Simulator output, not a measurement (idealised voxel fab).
Name of the process module below: voxel double patterning
Square cells of 5 nm make up the cross-section cut, whose width is 250 nm.
Format of a cross-section: grid, square cells. Given as bands. Order: top down. Band: one or more rows of cells. Each band's line starts with the height of the band's top and of its bottom, in nm. Then come its materials from left to right, each with its width in nm. One material with "all across" fills the band from edge to edge. "air" is empty space. For the purposes of this specification, 0 denotes the height below which the wafer in its as-received condition is composed wholly of one material, and the lowermost band, lacking a lower limit, extends downward without end, as expressed in "0 -> down". A width such as "30 to 40" changes by the same amount from each row of cells to the next, from the band's top row to its bottom row. Where a step carries "everything unchanged", the cross-section came out of it unchanged, cell for cell. Entry "Listed closed voids". Content: empty spaces with no open connection to the top, size 8 cells or greater. Each: width x height at distance. Distance: from left edge. Unit: nm. Post-settings text on a step line: simulator's own remark regarding the step. Steps that use a mask can have "overlay nm" on their line. It says how far the mask sat to the right of where it was meant to be. Negative means to the left. Each of the pairs that make up the rest of this document says: here is the cross-section before one process step, here is the cross-section after it, drawn only down to the lowest band that changed, and here, under the pair, is the step lying between them with its settings. Different pairs may come from different runs of this module on the same starting wafer, so a pair continues from the pair above it only where its entry headed "Pre-process cross-section" says so.
Pre-process cross-section
    0 -> down = Si all across
    Listed closed voids: none
Cut View, Post-Step
    5 -> 0 = SiO2 all across
    Below 0, no change.
    Listed closed voids: none
What was done to get from the before section above to the after section? CONFORMAL_DEP (material SiO2; thk nm 5)
Pre-process cross-section: This step starts from the configuration shown after the step in the pair immediately above.
Cut View, Post-Step
    15 -> 5 = polySi all across
    Below 5, no change.
    Listed closed voids: none
What was done to get from the before section above to the after section? DIRECTIONAL_DEP (material polySi; thk nm 10)
Pre-process cross-section: This step starts from the configuration shown after the step in the pair immediately above.
Cut View, Post-Step
    25 -> 15 = SiCN all across
    Below 15, no change.
    Listed closed voids: none
What was done to get from the before section above to the after section? DIRECTIONAL_DEP (material SiCN; thk nm 10)
Pre-process cross-section: This step starts from the configuration shown after the step in the pair immediately above.
Cut View, Post-Step
    35 -> 25 = aC all across
    Below 25, no change.
    Listed closed voids: none
What was done to get from the before section above to the after section? DIRECTIONAL_DEP (material aC; thk nm 10)
Pre-process cross-section: This step starts from the configuration shown after the step in the pair immediately above.
Cut View, Post-Step
    60 -> 35 = 65 nm resist | 15 nm air | 35 nm resist | 15 nm air | 35 nm resist | 15 nm air | 70 nm resist
    Below 35, no change.
    Listed closed voids: none
What was done to get from the before section above to the after section? PATTERN (tone open; mask id FIRST; material resist; width nm 15; pitch nm 50; thk nm 25; overlay nm 0)
Pre-process cross-section: This step starts from the configuration shown after the step in the pair immediately above.
Cut View, Post-Step
    50 -> 35 = 65 nm resist | 15 nm air | 35 nm resist | 15 nm air | 35 nm resist | 15 nm air | 70 nm resist
    35 -> 25 = 65 nm aC | 15 nm air | 35 nm aC | 15 nm air | 35 nm aC | 15 nm air | 70 nm aC
    Below 25, no change.
    Listed closed voids: none
What was done to get from the before section above to the after section? DIRECTIONAL_ETCH (etch materials aC; depth nm 10)
Pre-process cross-section: This step starts from the configuration shown after the step in the pair immediately above.
Cut View, Post-Step
    35 -> 25 = 65 nm aC | 15 nm air | 35 nm aC | 15 nm air | 35 nm aC | 15 nm air | 70 nm aC
    Below 25, no change.
    Listed closed voids: none
What was done to get from the before section above to the after section? STRIP (etch materials resist)
Pre-process cross-section: This step starts from the configuration shown after the step in the pair immediately above.
Cut View, Post-Step
    35 -> 25 = 65 nm aC | 15 nm air | 35 nm aC | 15 nm air | 35 nm aC | 15 nm air | 70 nm aC
    25 -> 15 = 65 nm SiCN | 15 nm air | 35 nm SiCN | 15 nm air | 35 nm SiCN | 15 nm air | 70 nm SiCN
    Below 15, no change.
    Listed closed voids: none
What was done to get from the before section above to the after section? DIRECTIONAL_ETCH (etch materials SiCN; depth nm 10)
Pre-process cross-section: This step starts from the configuration shown after the step in the pair immediately above.
Cut View, Post-Step
    25 -> 15 = 65 nm SiCN | 15 nm air | 35 nm SiCN | 15 nm air | 35 nm SiCN | 15 nm air | 70 nm SiCN
    Below 15, no change.
    Listed closed voids: none
What was done to get from the before section above to the after section? STRIP (etch materials aC)
Pre-process cross-section: This step starts from the configuration shown after the step in the pair immediately above.
Cut View, Post-Step
    45 -> 25 = 90 nm resist | 15 nm air | 35 nm resist | 15 nm air | 95 nm resist
    25 -> 15 = 65 nm SiCN | 15 nm resist | 35 nm SiCN | 15 nm resist | 35 nm SiCN | 15 nm resist | 70 nm SiCN
    Below 15, no change.
    Listed closed voids: none
What was done to get from the before section above to the after section? PATTERN (tone open; mask id SECOND; material resist; width nm 15; pitch nm 50; thk nm 20; overlay nm 0)
Pre-process cross-section: This step starts from the configuration shown after the step in the pair immediately above.
Cut View, Post-Step
    45 -> 25 = 90 nm resist | 15 nm air | 35 nm resist | 15 nm air | 95 nm resist
    25 -> 15 = 65 nm SiCN | 15 nm resist | 10 nm SiCN | 15 nm air | 10 nm SiCN | 15 nm resist | 10 nm SiCN | 15 nm air | 10 nm SiCN | 15 nm resist | 70 nm SiCN
    Below 15, no change.
    Listed closed voids: none
What was done to get from the before section above to the after section? DIRECTIONAL_ETCH (etch materials SiCN; depth nm 10)
Pre-process cross-section: This step starts from the configuration shown after the step in the pair immediately above.
Cut View, Post-Step
    25 -> 15 = 65 nm SiCN | 15 nm air | 10 nm SiCN | 15 nm air | 10 nm SiCN | 15 nm air | 10 nm SiCN | 15 nm air | 10 nm SiCN | 15 nm air | 70 nm SiCN
    Below 15, no change.
    Listed closed voids: none
What was done to get from the before section above to the after section? STRIP (etch materials resist)
Pre-process cross-section: This step starts from the configuration shown after the step in the pair immediately above.
Cut View, Post-Step
    25 -> 15 = 65 nm SiCN | 15 nm air | 10 nm SiCN | 15 nm air | 10 nm SiCN | 15 nm air | 10 nm SiCN | 15 nm air | 10 nm SiCN | 15 nm air | 70 nm SiCN
    15 -> 5 = 65 nm polySi | 15 nm air | 10 nm polySi | 15 nm air | 10 nm polySi | 15 nm air | 10 nm polySi | 15 nm air | 10 nm polySi | 15 nm air | 70 nm polySi
    Below 5, no change.
    Listed closed voids: none
What was done to get from the before section above to the after section? DIRECTIONAL_ETCH (etch materials polySi; depth nm 10)
Pre-process cross-section: This step starts from the configuration shown after the step in the pair immediately above.
Cut View, Post-Step
    15 -> 5 = 65 nm polySi | 15 nm air | 10 nm polySi | 15 nm air | 10 nm polySi | 15 nm air | 10 nm polySi | 15 nm air | 10 nm polySi | 15 nm air | 70 nm polySi
    Below 5, no change.
    Listed closed voids: none
What was done to get from the before section above to the after section? STRIP (etch materials SiCN)
Pre-process cross-section
    0 -> down = Si all across
    Listed closed voids: none
Cut View, Post-Step
    10 -> 0 = polySi all across
    Below 0, no change.
    Listed closed voids: none
What was done to get from the before section above to the after section? DIRECTIONAL_DEP (material polySi; thk nm 10)
Pre-process cross-section: This step starts from the configuration shown after the step in the pair immediately above.
Cut View, Post-Step
    20 -> 10 = SiCN all across
    Below 10, no change.
    Listed closed voids: none
What was done to get from the before section above to the after section? DIRECTIONAL_DEP (material SiCN; thk nm 10)
Pre-process cross-section: This step starts from the configuration shown after the step in the pair immediately above.
Cut View, Post-Step
    30 -> 20 = aC all across
    Below 20, no change.
    Listed closed voids: none
What was done to get from the before section above to the after section? DIRECTIONAL_DEP (material aC; thk nm 10)
Pre-process cross-section: This step starts from the configuration shown after the step in the pair immediately above.
Cut View, Post-Step
    55 -> 30 = 65 nm resist | 15 nm air | 35 nm resist | 15 nm air | 35 nm resist | 15 nm air | 70 nm resist
    Below 30, no change.
    Listed closed voids: none
What was done to get from the before section above to the after section? PATTERN (tone open; mask id FIRST; material resist; width nm 15; pitch nm 50; thk nm 25; overlay nm 0)
Pre-process cross-section: This step starts from the configuration shown after the step in the pair immediately above.
Cut View, Post-Step
    45 -> 30 = 65 nm resist | 15 nm air | 35 nm resist | 15 nm air | 35 nm resist | 15 nm air | 70 nm resist
    30 -> 20 = 65 nm aC | 15 nm air | 35 nm aC | 15 nm air | 35 nm aC | 15 nm air | 70 nm aC
    Below 20, no change.
    Listed closed voids: none
What was done to get from the before section above to the after section? DIRECTIONAL_ETCH (etch materials aC; depth nm 10)
Pre-process cross-section: This step starts from the configuration shown after the step in the pair immediately above.
Cut View, Post-Step
    30 -> 20 = 65 nm aC | 15 nm air | 35 nm aC | 15 nm air | 35 nm aC | 15 nm air | 70 nm aC
    Below 20, no change.
    Listed closed voids: none
What was done to get from the before section above to the after section? STRIP (etch materials resist)
Pre-process cross-section: This step starts from the configuration shown after the step in the pair immediately above.
Cut View, Post-Step
    30 -> 20 = 65 nm aC | 15 nm air | 35 nm aC | 15 nm air | 35 nm aC | 15 nm air | 70 nm aC
    20 -> 10 = 65 nm SiCN | 15 nm air | 35 nm SiCN | 15 nm air | 35 nm SiCN | 15 nm air | 70 nm SiCN
    Below 10, no change.
    Listed closed voids: none
What was done to get from the before section above to the after section? DIRECTIONAL_ETCH (etch materials SiCN; depth nm 10)
Pre-process cross-section: This step starts from the configuration shown after the step in the pair immediately above.
Cut View, Post-Step
    20 -> 10 = 65 nm SiCN | 15 nm air | 35 nm SiCN | 15 nm air | 35 nm SiCN | 15 nm air | 70 nm SiCN
    Below 10, no change.
    Listed closed voids: none
What was done to get from the before section above to the after section? STRIP (etch materials aC)
Pre-process cross-section: This step starts from the configuration shown after the step in the pair immediately above.
Cut View, Post-Step
    40 -> 20 = 90 nm resist | 15 nm air | 35 nm resist | 15 nm air | 95 nm resist
    20 -> 10 = 65 nm SiCN | 15 nm resist | 35 nm SiCN | 15 nm resist | 35 nm SiCN | 15 nm resist | 70 nm SiCN
    Below 10, no change.
    Listed closed voids: none
What was done to get from the before section above to the after section? PATTERN (tone open; mask id SECOND; material resist; width nm 15; pitch nm 50; thk nm 20; overlay nm 0)
Pre-process cross-section: This step starts from the configuration shown after the step in the pair immediately above.
Cut View, Post-Step
    40 -> 20 = 90 nm resist | 15 nm air | 35 nm resist | 15 nm air | 95 nm resist
    20 -> 10 = 65 nm SiCN | 15 nm resist | 10 nm SiCN | 15 nm air | 10 nm SiCN | 15 nm resist | 10 nm SiCN | 15 nm air | 10 nm SiCN | 15 nm resist | 70 nm SiCN
    Below 10, no change.
    Listed closed voids: none
What was done to get from the before section above to the after section? DIRECTIONAL_ETCH (etch materials SiCN; depth nm 10)
Pre-process cross-section: This step starts from the configuration shown after the step in the pair immediately above.
Cut View, Post-Step
    20 -> 10 = 65 nm SiCN | 15 nm air | 10 nm SiCN | 15 nm air | 10 nm SiCN | 15 nm air | 10 nm SiCN | 15 nm air | 10 nm SiCN | 15 nm air | 70 nm SiCN
    Below 10, no change.
    Listed closed voids: none
What was done to get from the before section above to the after section? STRIP (etch materials resist)
Pre-process cross-section: This step starts from the configuration shown after the step in the pair immediately above.
Cut View, Post-Step
    20 -> 10 = 65 nm SiCN | 15 nm air | 10 nm SiCN | 15 nm air | 10 nm SiCN | 15 nm air | 10 nm SiCN | 15 nm air | 10 nm SiCN | 15 nm air | 70 nm SiCN
    10 -> 0 = 65 nm polySi | 15 nm air | 10 nm polySi | 15 nm air | 10 nm polySi | 15 nm air | 10 nm polySi | 15 nm air | 10 nm polySi | 15 nm air | 70 nm polySi
    Below 0, no change.
    Listed closed voids: none
What was done to get from the before section above to the after section? DIRECTIONAL_ETCH (etch materials polySi; depth nm 10)
Pre-process cross-section: This step starts from the configuration shown after the step in the pair immediately above.
Cut View, Post-Step
    10 -> 0 = 65 nm polySi | 15 nm air | 10 nm polySi | 15 nm air | 10 nm polySi | 15 nm air | 10 nm polySi | 15 nm air | 10 nm polySi | 15 nm air | 70 nm polySi
    Below 0, no change.
    Listed closed voids: none
What was done to get from the before section above to the after section? STRIP (etch materials SiCN)
Pre-process cross-section
    10 -> 0 = polySi all across
    0 -> down = Si all across
    Listed closed voids: none
Cut View, Post-Step
    15 -> 10 = SiO2 all across
    Below 10, no change.
    Listed closed voids: none
What was done to get from the before section above to the after section? CONFORMAL_DEP (material SiO2; thk nm 5)
Pre-process cross-section: This step starts from the configuration shown after the step in the pair immediately above.
Cut View, Post-Step
    25 -> 15 = SiCN all across
    Below 15, no change.
    Listed closed voids: none
What was done to get from the before section above to the after section? DIRECTIONAL_DEP (material SiCN; thk nm 10)
Pre-process cross-section: This step starts from the configuration shown after the step in the pair immediately above.
Cut View, Post-Step
    35 -> 25 = aC all across
    Below 25, no change.
    Listed closed voids: none
What was done to get from the before section above to the after section? DIRECTIONAL_DEP (material aC; thk nm 10)
Pre-process cross-section: This step starts from the configuration shown after the step in the pair immediately above.
Cut View, Post-Step
    60 -> 35 = 65 nm resist | 15 nm air | 35 nm resist | 15 nm air | 35 nm resist | 15 nm air | 70 nm resist
    Below 35, no change.
    Listed closed voids: none
What was done to get from the before section above to the after section? PATTERN (tone open; mask id FIRST; material resist; width nm 15; pitch nm 50; thk nm 25; overlay nm 0)
Pre-process cross-section: This step starts from the configuration shown after the step in the pair immediately above.
Cut View, Post-Step
    50 -> 35 = 65 nm resist | 15 nm air | 35 nm resist | 15 nm air | 35 nm resist | 15 nm air | 70 nm resist
    35 -> 25 = 65 nm aC | 15 nm air | 35 nm aC | 15 nm air | 35 nm aC | 15 nm air | 70 nm aC
    Below 25, no change.
    Listed closed voids: none
What was done to get from the before section above to the after section? DIRECTIONAL_ETCH (etch materials aC; depth nm 10)
Pre-process cross-section: This step starts from the configuration shown after the step in the pair immediately above.
Cut View, Post-Step
    35 -> 25 = 65 nm aC | 15 nm air | 35 nm aC | 15 nm air | 35 nm aC | 15 nm air | 70 nm aC
    Below 25, no change.
    Listed closed voids: none
What was done to get from the before section above to the after section? STRIP (etch materials resist)
Pre-process cross-section: This step starts from the configuration shown after the step in the pair immediately above.
Cut View, Post-Step
    35 -> 25 = 65 nm aC | 15 nm air | 35 nm aC | 15 nm air | 35 nm aC | 15 nm air | 70 nm aC
    25 -> 15 = 65 nm SiCN | 15 nm air | 35 nm SiCN | 15 nm air | 35 nm SiCN | 15 nm air | 70 nm SiCN
    Below 15, no change.
    Listed closed voids: none
What was done to get from the before section above to the after section? DIRECTIONAL_ETCH (etch materials SiCN; depth nm 10)
Pre-process cross-section: This step starts from the configuration shown after the step in the pair immediately above.
Cut View, Post-Step
    25 -> 15 = 65 nm SiCN | 15 nm air | 35 nm SiCN | 15 nm air | 35 nm SiCN | 15 nm air | 70 nm SiCN
    Below 15, no change.
    Listed closed voids: none
What was done to get from the before section above to the after section? STRIP (etch materials aC)
Pre-process cross-section: This step starts from the configuration shown after the step in the pair immediately above.
Cut View, Post-Step
    45 -> 25 = 90 nm resist | 15 nm air | 35 nm resist | 15 nm air | 95 nm resist
    25 -> 15 = 65 nm SiCN | 15 nm resist | 35 nm SiCN | 15 nm resist | 35 nm SiCN | 15 nm resist | 70 nm SiCN
    Below 15, no change.
    Listed closed voids: none
What was done to get from the before section above to the after section? PATTERN (tone open; mask id SECOND; material resist; width nm 15; pitch nm 50; thk nm 20; overlay nm 0)
Pre-process cross-section: This step starts from the configuration shown after the step in the pair immediately above.
Cut View, Post-Step
    45 -> 25 = 90 nm resist | 15 nm air | 35 nm resist | 15 nm air | 95 nm resist
    25 -> 15 = 65 nm SiCN | 15 nm resist | 10 nm SiCN | 15 nm air | 10 nm SiCN | 15 nm resist | 10 nm SiCN | 15 nm air | 10 nm SiCN | 15 nm resist | 70 nm SiCN
    Below 15, no change.
    Listed closed voids: none
What was done to get from the before section above to the after section? DIRECTIONAL_ETCH (etch materials SiCN; depth nm 10)
Pre-process cross-section: This step starts from the configuration shown after the step in the pair immediately above.
Cut View, Post-Step
    25 -> 15 = 65 nm SiCN | 15 nm air | 10 nm SiCN | 15 nm air | 10 nm SiCN | 15 nm air | 10 nm SiCN | 15 nm air | 10 nm SiCN | 15 nm air | 70 nm SiCN
    Below 15, no change.
    Listed closed voids: none
What was done to get from the before section above to the after section? STRIP (etch materials resist)
Pre-process cross-section: This step starts from the configuration shown after the step in the pair immediately above.
Cut View, Post-Step
    15 -> 10 = SiO2 all across
    Below 10, no change.
    Listed closed voids: none
What was done to get from the before section above to the after section? STRIP (etch materials SiCN)
Pre-process cross-section
    5 -> 0 = SiO2 all across
    0 -> down = Si all across
    Listed closed voids: none
Cut View, Post-Step
    10 -> 5 = polySi all across
    Below 5, no change.
    Listed closed voids: none
What was done to get from the before section above to the after section? DIRECTIONAL_DEP (material polySi; thk nm 5)
Pre-process cross-section: This step starts from the configuration shown after the step in the pair immediately above.
Cut View, Post-Step
    20 -> 10 = SiCN all across
    Below 10, no change.
    Listed closed voids: none
What was done to get from the before section above to the after section? DIRECTIONAL_DEP (material SiCN; thk nm 10)
Pre-process cross-section: This step starts from the configuration shown after the step in the pair immediately above.
Cut View, Post-Step
    30 -> 20 = aC all across
    Below 20, no change.
    Listed closed voids: none
What was done to get from the before section above to the after section? DIRECTIONAL_DEP (material aC; thk nm 10)
Pre-process cross-section: This step starts from the configuration shown after the step in the pair immediately above.
Cut View, Post-Step
    55 -> 30 = 65 nm resist | 15 nm air | 35 nm resist | 15 nm air | 35 nm resist | 15 nm air | 70 nm resist
    Below 30, no change.
    Listed closed voids: none
What was done to get from the before section above to the after section? PATTERN (tone open; mask id FIRST; material resist; width nm 15; pitch nm 50; thk nm 25; overlay nm 0)
Pre-process cross-section: This step starts from the configuration shown after the step in the pair immediately above.
Cut View, Post-Step
    45 -> 30 = 65 nm resist | 15 nm air | 35 nm resist | 15 nm air | 35 nm resist | 15 nm air | 70 nm resist
    30 -> 20 = 65 nm aC | 15 nm air | 35 nm aC | 15 nm air | 35 nm aC | 15 nm air | 70 nm aC
    Below 20, no change.
    Listed closed voids: none
What was done to get from the before section above to the after section? DIRECTIONAL_ETCH (etch materials aC; depth nm 10)
Pre-process cross-section: This step starts from the configuration shown after the step in the pair immediately above.
Cut View, Post-Step
    30 -> 20 = 65 nm aC | 15 nm air | 35 nm aC | 15 nm air | 35 nm aC | 15 nm air | 70 nm aC
    Below 20, no change.
    Listed closed voids: none
What was done to get from the before section above to the after section? STRIP (etch materials resist)
Pre-process cross-section: This step starts from the configuration shown after the step in the pair immediately above.
Cut View, Post-Step
    30 -> 20 = 65 nm aC | 15 nm air | 35 nm aC | 15 nm air | 35 nm aC | 15 nm air | 70 nm aC
    20 -> 10 = 65 nm SiCN | 15 nm air | 35 nm SiCN | 15 nm air | 35 nm SiCN | 15 nm air | 70 nm SiCN
    Below 10, no change.
    Listed closed voids: none
What was done to get from the before section above to the after section? DIRECTIONAL_ETCH (etch materials SiCN; depth nm 10)
Pre-process cross-section: This step starts from the configuration shown after the step in the pair immediately above.
Cut View, Post-Step
    20 -> 10 = 65 nm SiCN | 15 nm air | 35 nm SiCN | 15 nm air | 35 nm SiCN | 15 nm air | 70 nm SiCN
    Below 10, no change.
    Listed closed voids: none
What was done to get from the before section above to the after section? STRIP (etch materials aC)
Pre-process cross-section: This step starts from the configuration shown after the step in the pair immediately above.
Cut View, Post-Step
    40 -> 20 = 90 nm resist | 15 nm air | 35 nm resist | 15 nm air | 95 nm resist
    20 -> 10 = 65 nm SiCN | 15 nm resist | 35 nm SiCN | 15 nm resist | 35 nm SiCN | 15 nm resist | 70 nm SiCN
    Below 10, no change.
    Listed closed voids: none
What was done to get from the before section above to the after section? PATTERN (tone open; mask id SECOND; material resist; width nm 15; pitch nm 50; thk nm 20; overlay nm 0)
Pre-process cross-section: This step starts from the configuration shown after the step in the pair immediately above.
Cut View, Post-Step
    40 -> 20 = 90 nm resist | 15 nm air | 35 nm resist | 15 nm air | 95 nm resist
    20 -> 10 = 65 nm SiCN | 15 nm resist | 10 nm SiCN | 15 nm air | 10 nm SiCN | 15 nm resist | 10 nm SiCN | 15 nm air | 10 nm SiCN | 15 nm resist | 70 nm SiCN
    Below 10, no change.
    Listed closed voids: none
What was done to get from the before section above to the after section? DIRECTIONAL_ETCH (etch materials SiCN; depth nm 10)
Pre-process cross-section: This step starts from the configuration shown after the step in the pair immediately above.
Cut View, Post-Step
    20 -> 10 = 65 nm SiCN | 15 nm air | 10 nm SiCN | 15 nm air | 10 nm SiCN | 15 nm air | 10 nm SiCN | 15 nm air | 10 nm SiCN | 15 nm air | 70 nm SiCN
    Below 10, no change.
    Listed closed voids: none
What was done to get from the before section above to the after section? STRIP (etch materials resist)
Pre-process cross-section: This step starts from the configuration shown after the step in the pair immediately above.
Cut View, Post-Step
    20 -> 10 = 65 nm SiCN | 15 nm air | 10 nm SiCN | 15 nm air | 10 nm SiCN | 15 nm air | 10 nm SiCN | 15 nm air | 10 nm SiCN | 15 nm air | 70 nm SiCN
    10 -> 5 = 65 nm polySi | 15 nm air | 10 nm polySi | 15 nm air | 10 nm polySi | 15 nm air | 10 nm polySi | 15 nm air | 10 nm polySi | 15 nm air | 70 nm polySi
    Below 5, no change.
    Listed closed voids: none
What was done to get from the before section above to the after section? DIRECTIONAL_ETCH (etch materials polySi; depth nm 10)
Pre-process cross-section: This step starts from the configuration shown after the step in the pair immediately above.
Cut View, Post-Step
    10 -> 5 = 65 nm polySi | 15 nm air | 10 nm polySi | 15 nm air | 10 nm polySi | 15 nm air | 10 nm polySi | 15 nm air | 10 nm polySi | 15 nm air | 70 nm polySi
    Below 5, no change.
    Listed closed voids: none
What was done to get from the before section above to the after section? STRIP (etch materials SiCN)
Pre-process cross-section
    25 -> 15 = 65 nm SiCN | 15 nm air | 35 nm SiCN | 15 nm air | 35 nm SiCN | 15 nm air | 70 nm SiCN
    15 -> 5 = polySi all across
    5 -> 0 = SiO2 all across
    0 -> down = Si all across
    Listed closed voids: none
Cut View, Post-Step
    45 -> 25 = 85 nm resist | 25 nm air | 25 nm resist | 25 nm air | 90 nm resist
    25 -> 15 = 65 nm SiCN | 15 nm resist | 35 nm SiCN | 15 nm resist | 35 nm SiCN | 15 nm resist | 70 nm SiCN
    Below 15, no change.
    Listed closed voids: none
What was done to get from the before section above to the after section? PATTERN (tone open; mask id SECOND; material resist; width nm 25; pitch nm 50; thk nm 20; overlay nm 0)
Pre-process cross-section: This step starts from the configuration shown after the step in the pair immediately above.
Cut View, Post-Step
    45 -> 25 = 85 nm resist | 25 nm air | 25 nm resist | 25 nm air | 90 nm resist
    25 -> 15 = 65 nm SiCN | 15 nm resist | 5 nm SiCN | 25 nm air | 5 nm SiCN | 15 nm resist | 5 nm SiCN | 25 nm air | 5 nm SiCN | 15 nm resist | 70 nm SiCN
    Below 15, no change.
    Listed closed voids: none
What was done to get from the before section above to the after section? DIRECTIONAL_ETCH (etch materials SiCN; depth nm 10)
Pre-process cross-section: This step starts from the configuration shown after the step in the pair immediately above.
Cut View, Post-Step
    25 -> 15 = 65 nm SiCN | 15 nm air | 5 nm SiCN | 25 nm air | 5 nm SiCN | 15 nm air | 5 nm SiCN | 25 nm air | 5 nm SiCN | 15 nm air | 70 nm SiCN
    Below 15, no change.
    Listed closed voids: none
What was done to get from the before section above to the after section? STRIP (etch materials resist)
Pre-process cross-section: This step starts from the configuration shown after the step in the pair immediately above.
Cut View, Post-Step
    25 -> 15 = 65 nm SiCN | 15 nm air | 5 nm SiCN | 25 nm air | 5 nm SiCN | 15 nm air | 5 nm SiCN | 25 nm air | 5 nm SiCN | 15 nm air | 70 nm SiCN
    15 -> 5 = 65 nm polySi | 15 nm air | 5 nm polySi | 25 nm air | 5 nm polySi | 15 nm air | 5 nm polySi | 25 nm air | 5 nm polySi | 15 nm air | 70 nm polySi
    Below 5, no change.
    Listed closed voids: none
What was done to get from the before section above to the after section? DIRECTIONAL_ETCH (etch materials polySi; depth nm 10)
Pre-process cross-section: This step starts from the configuration shown after the step in the pair immediately above.
Cut View, Post-Step
    15 -> 5 = 65 nm polySi | 15 nm air | 5 nm polySi | 25 nm air | 5 nm polySi | 15 nm air | 5 nm polySi | 25 nm air | 5 nm polySi | 15 nm air | 70 nm polySi
    Below 5, no change.
    Listed closed voids: none
What was done to get from the before section above to the after section? STRIP (etch materials SiCN)
Pre-process cross-section
    35 -> 25 = aC all across
    25 -> 15 = SiCN all across
    15 -> 5 = polySi all across
    5 -> 0 = SiO2 all across
    0 -> down = Si all across
    Listed closed voids: none
Cut View, Post-Step
    60 -> 35 = 55 nm resist | 15 nm air | 35 nm resist | 15 nm air | 35 nm resist | 15 nm air | 80 nm resist
    Below 35, no change.
    Listed closed voids: none
What was done to get from the before section above to the after section? PATTERN (tone open; mask id FIRST; material resist; width nm 15; pitch nm 50; thk nm 25; overlay nm -10)
Pre-process cross-section: This step starts from the configuration shown after the step in the pair immediately above.
Cut View, Post-Step
    50 -> 35 = 55 nm resist | 15 nm air | 35 nm resist | 15 nm air | 35 nm resist | 15 nm air | 80 nm resist
    35 -> 25 = 55 nm aC | 15 nm air | 35 nm aC | 15 nm air | 35 nm aC | 15 nm air | 80 nm aC
    Below 25, no change.
    Listed closed voids: none
What was done to get from the before section above to the after section? DIRECTIONAL_ETCH (etch materials aC; depth nm 10)
Pre-process cross-section: This step starts from the configuration shown after the step in the pair immediately above.
Cut View, Post-Step
    35 -> 25 = 55 nm aC | 15 nm air | 35 nm aC | 15 nm air | 35 nm aC | 15 nm air | 80 nm aC
    Below 25, no change.
    Listed closed voids: none
What was done to get from the before section above to the after section? STRIP (etch materials resist)
Pre-process cross-section: This step starts from the configuration shown after the step in the pair immediately above.
Cut View, Post-Step
    35 -> 25 = 55 nm aC | 15 nm air | 35 nm aC | 15 nm air | 35 nm aC | 15 nm air | 80 nm aC
    25 -> 15 = 55 nm SiCN | 15 nm air | 35 nm SiCN | 15 nm air | 35 nm SiCN | 15 nm air | 80 nm SiCN
    Below 15, no change.
    Listed closed voids: none
What was done to get from the before section above to the after section? DIRECTIONAL_ETCH (etch materials SiCN; depth nm 10)
Pre-process cross-section: This step starts from the configuration shown after the step in the pair immediately above.
Cut View, Post-Step
    25 -> 15 = 55 nm SiCN | 15 nm air | 35 nm SiCN | 15 nm air | 35 nm SiCN | 15 nm air | 80 nm SiCN
    Below 15, no change.
    Listed closed voids: none
What was done to get from the before section above to the after section? STRIP (etch materials aC)
Pre-process cross-section: This step starts from the configuration shown after the step in the pair immediately above.
Cut View, Post-Step
    45 -> 25 = 90 nm resist | 15 nm air | 35 nm resist | 15 nm air | 95 nm resist
    25 -> 15 = 55 nm SiCN | 15 nm resist | 35 nm SiCN | 15 nm resist | 35 nm SiCN | 15 nm resist | 80 nm SiCN
    Below 15, no change.
    Listed closed voids: none
What was done to get from the before section above to the after section? PATTERN (tone open; mask id SECOND; material resist; width nm 15; pitch nm 50; thk nm 20; overlay nm 0)
Pre-process cross-section: This step starts from the configuration shown after the step in the pair immediately above.
Cut View, Post-Step
    45 -> 25 = 90 nm resist | 15 nm air | 35 nm resist | 15 nm air | 95 nm resist
    25 -> 15 = 55 nm SiCN | 15 nm resist | 20 nm SiCN | 15 nm air | 15 nm resist | 20 nm SiCN | 15 nm air | 15 nm resist | 80 nm SiCN
    Below 15, no change.
    Listed closed voids: none
What was done to get from the before section above to the after section? DIRECTIONAL_ETCH (etch materials SiCN; depth nm 10)
Pre-process cross-section: This step starts from the configuration shown after the step in the pair immediately above.
Cut View, Post-Step
    25 -> 15 = 55 nm SiCN | 15 nm air | 20 nm SiCN | 30 nm air | 20 nm SiCN | 30 nm air | 80 nm SiCN
    Below 15, no change.
    Listed closed voids: none
What was done to get from the before section above to the after section? STRIP (etch materials resist)
Pre-process cross-section: This step starts from the configuration shown after the step in the pair immediately above.
Cut View, Post-Step
    25 -> 15 = 55 nm SiCN | 15 nm air | 20 nm SiCN | 30 nm air | 20 nm SiCN | 30 nm air | 80 nm SiCN
    15 -> 5 = 55 nm polySi | 15 nm air | 20 nm polySi | 30 nm air | 20 nm polySi | 30 nm air | 80 nm polySi
    Below 5, no change.
    Listed closed voids: none
What was done to get from the before section above to the after section? DIRECTIONAL_ETCH (etch materials polySi; depth nm 10)
Pre-process cross-section: This step starts from the configuration shown after the step in the pair immediately above.
Cut View, Post-Step
    15 -> 5 = 55 nm polySi | 15 nm air | 20 nm polySi | 30 nm air | 20 nm polySi | 30 nm air | 80 nm polySi
    Below 5, no change.
    Listed closed voids: none
What was done to get from the before section above to the after section? STRIP (etch materials SiCN)
Pre-process cross-section
    0 -> down = Si all across
    Listed closed voids: none
Cut View, Post-Step
    5 -> 0 = aC all across
    Below 0, no change.
    Listed closed voids: none
What was done to get from the before section above to the after section? CONFORMAL_DEP (material aC; thk nm 5)
Pre-process cross-section: This step starts from the configuration shown after the step in the pair immediately above.
Cut View, Post-Step
    15 -> 5 = polySi all across
    Below 5, no change.
    Listed closed voids: none
What was done to get from the before section above to the after section? DIRECTIONAL_DEP (material polySi; thk nm 10)
Pre-process cross-section: This step starts from the configuration shown after the step in the pair immediately above.
Cut View, Post-Step
    25 -> 15 = SiCN all across
    Below 15, no change.
    Listed closed voids: none
What was done to get from the before section above to the after section? DIRECTIONAL_DEP (material SiCN; thk nm 10)
Pre-process cross-section: This step starts from the configuration shown after the step in the pair immediately above.
Cut View, Post-Step
    35 -> 25 = aC all across
    Below 25, no change.
    Listed closed voids: none
What was done to get from the before section above to the after section? DIRECTIONAL_DEP (material aC; thk nm 10)
Pre-process cross-section: This step starts from the configuration shown after the step in the pair immediately above.
Cut View, Post-Step
    60 -> 35 = 65 nm resist | 15 nm air | 35 nm resist | 15 nm air | 35 nm resist | 15 nm air | 70 nm resist
    Below 35, no change.
    Listed closed voids: none
What was done to get from the before section above to the after section? PATTERN (tone open; mask id FIRST; material resist; width nm 15; pitch nm 50; thk nm 25; overlay nm 0)
Pre-process cross-section: This step starts from the configuration shown after the step in the pair immediately above.
Cut View, Post-Step
    50 -> 35 = 65 nm resist | 15 nm air | 35 nm resist | 15 nm air | 35 nm resist | 15 nm air | 70 nm resist
    35 -> 25 = 65 nm aC | 15 nm air | 35 nm aC | 15 nm air | 35 nm aC | 15 nm air | 70 nm aC
    Below 25, no change.
    Listed closed voids: none
What was done to get from the before section above to the after section? DIRECTIONAL_ETCH (etch materials aC; depth nm 10)
Pre-process cross-section: This step starts from the configuration shown after the step in the pair immediately above.
Cut View, Post-Step
    35 -> 25 = 65 nm aC | 15 nm air | 35 nm aC | 15 nm air | 35 nm aC | 15 nm air | 70 nm aC
    Below 25, no change.
    Listed closed voids: none
What was done to get from the before section above to the after section? STRIP (etch materials resist)
